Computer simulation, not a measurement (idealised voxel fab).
This section sets out a process module, namely voxel lift off.
Displayed cross-section: cut, width of 275 nm, square cells sized 5 nm.
The cross-sections in this document take the form of a grid made of square cells. They are written out as bands, in order from top to bottom. Each band consists of one or more rows of cells.
Look at the band entry: it leads with the top's height and the bottom's height in nm. Then it lists the materials left to right, with a width in nm for each. The word "full width" on a single material says that material fills the band edge to edge. The word "air" is empty space.
Heights from 0 (as-received wafer is one material below). Bottom band endless downward, as "0 nm and below".
The width entry "30->40" should be interpreted row by row: the top row of cells in the band takes the first number, the bottom row takes the second number, and the change between adjacent rows is uniform throughout.
Key: "no alteration" - step with no changed cell in the cross-section.
The entry "Closed void catalog" lists the empty spaces that cover at least 8 cells and have no open path to the top. Each is written as width x height at distance, where the distance is measured from the left edge and all three values are in nm.
If you see something after the settings on a step's line, that's the simulator's own remark about that step.
You can add "overlay nm" to a step's line. For a step with a mask, it describes how far the mask lay to the right of its planned position, and a negative number describes a lay to the left.
### Planned process steps
1: RECEIVE [material Si]
2: CONFORMAL_DEP [material SiN] [thk nm 15]
3: PATTERN [tone open] [mask id LINES] [material resist] [width nm 30] [pitch nm 50] [thk nm 15] [overlay nm 0]
4: DIRECTIONAL_DEP [material Ru] [thk nm 5]
5: STRIP [etch materials resist]
6: CONFORMAL_DEP [material SiN] [thk nm 10]
### Shown in cross-section is the wafer as received, that is, as it stands after step 1
    0 nm and below = Si full width
    Closed void catalog: none
### Look at the cross-section after the module: the wafer started out the way shown above and the plan was the one shown above, yet one mistake was made along the way
    30 nm to 25 nm = SiN (80) | air (10) | SiN (40) | air (10) | SiN (40) | air (10) | SiN (85)
    25 nm to 20 nm = SiN full width
    20 nm to 15 nm = Ru (70) | SiN (30) | Ru (20) | SiN (30) | Ru (20) | SiN (30) | Ru (75)
    15 nm to 0 nm = SiN full width
    0 nm and below = Si full width
    Closed void catalog: none
Which mistake was made when the wafer was run? note that step 3 departed from the planned setting and was carried out as PATTERN [tone cover] [mask id LINES] [material resist] [width nm 30] [pitch nm 50] [thk nm 15] [overlay nm 0]
